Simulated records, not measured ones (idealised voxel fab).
process module | voxel lift off
cross-section cut | 195 nm wide | cells 5 nm
A cross-section is a grid of square cells, given in bands from the top down. A band is one or more rows of cells.
Each band's line starts with the height of the band's top and of its bottom, in nm. Then come its materials from left to right, each with its width in nm. One material with "throughout" fills the band from edge to edge. "air" is empty space.
Height 0 is the level under which the wafer as received is all one material. The lowest band goes on downwards, as in "0 down".
A width such as "30 to 40" changes by the same amount from each row of cells to the next, from the band's top row to its bottom row.
"no change" after a step means that no cell of the cross-section changed.
closed voids: empty space of 8 cells or more with no open way to the top, each as width x height at its distance from the left edge, in nm
after a step's settings: what the simulator itself notes on the step
overlay nm, on a step with a mask: how far to the right of its planned place the mask lay; to the left if negative
plan
1 op RECEIVE | material Si
2 op CONFORMAL_DEP | material SiN | thk nm 5
3 op PATTERN | tone open | mask id LINES | material resist | width nm 30 | pitch nm 50 | thk nm 15 | overlay nm 0
4 op DIRECTIONAL_DEP | material Ru | thk nm 5
5 op STRIP | etch materials resist
6 op CONFORMAL_DEP | material SiO2 | thk nm 10
first wafer, as planned
as received, after step 1
  0 down: Si throughout
  closed voids: none
after step 2
  5 to 0: SiN throughout
  below 0: unchanged
after step 3
  20 to 5: resist 30 | air 30 | resist 20 | air 30 | resist 20 | air 30 | resist 35
  below 5: unchanged
after step 4
  25 to 20: Ru 30 | air 30 | Ru 20 | air 30 | Ru 20 | air 30 | Ru 35
  20 to 10: resist 30 | air 30 | resist 20 | air 30 | resist 20 | air 30 | resist 35
  10 to 5: resist 30 | Ru 30 | resist 20 | Ru 30 | resist 20 | Ru 30 | resist 35
  below 5: unchanged
after step 5
  10 to 5: air 30 | Ru 30 | air 20 | Ru 30 | air 20 | Ru 30 | air 35
  below 5: unchanged
after step 6
  20 to 15: air 20 | SiO2 150 | air 25
  15 to 10: SiO2 throughout
  10 to 5: SiO2 30 | Ru 30 | SiO2 20 | Ru 30 | SiO2 20 | Ru 30 | SiO2 35
  below 5: unchanged
second wafer: like start, like plan, one mistake. Through step 2 it matches the first wafer
when step 3 should have ended
  20 to 5: resist 35 | air 30 | resist 20 | air 30 | resist 20 | air 30 | resist 30
  below 5: unchanged
when step 4 should have ended
  25 to 20: Ru 35 | air 30 | Ru 20 | air 30 | Ru 20 | air 30 | Ru 30
  20 to 10: resist 35 | air 30 | resist 20 | air 30 | resist 20 | air 30 | resist 30
  10 to 5: resist 35 | Ru 30 | resist 20 | Ru 30 | resist 20 | Ru 30 | resist 30
  below 5: unchanged
when step 5 should have ended
  10 to 5: air 35 | Ru 30 | air 20 | Ru 30 | air 20 | Ru 30 | air 30
  below 5: unchanged
when step 6 should have ended
  20 to 15: air 25 | SiO2 150 | air 20
  15 to 10: SiO2 throughout
  10 to 5: SiO2 35 | Ru 30 | SiO2 20 | Ru 30 | SiO2 20 | Ru 30 | SiO2 30
  below 5: unchanged
what went wrong: step 3 ran as: op PATTERN | tone open | mask id LINES | material resist | width nm 30 | pitch nm 50 | thk nm 15 | overlay nm 5
at the end the second wafer has, in cells: as many of each material as the first, in other places
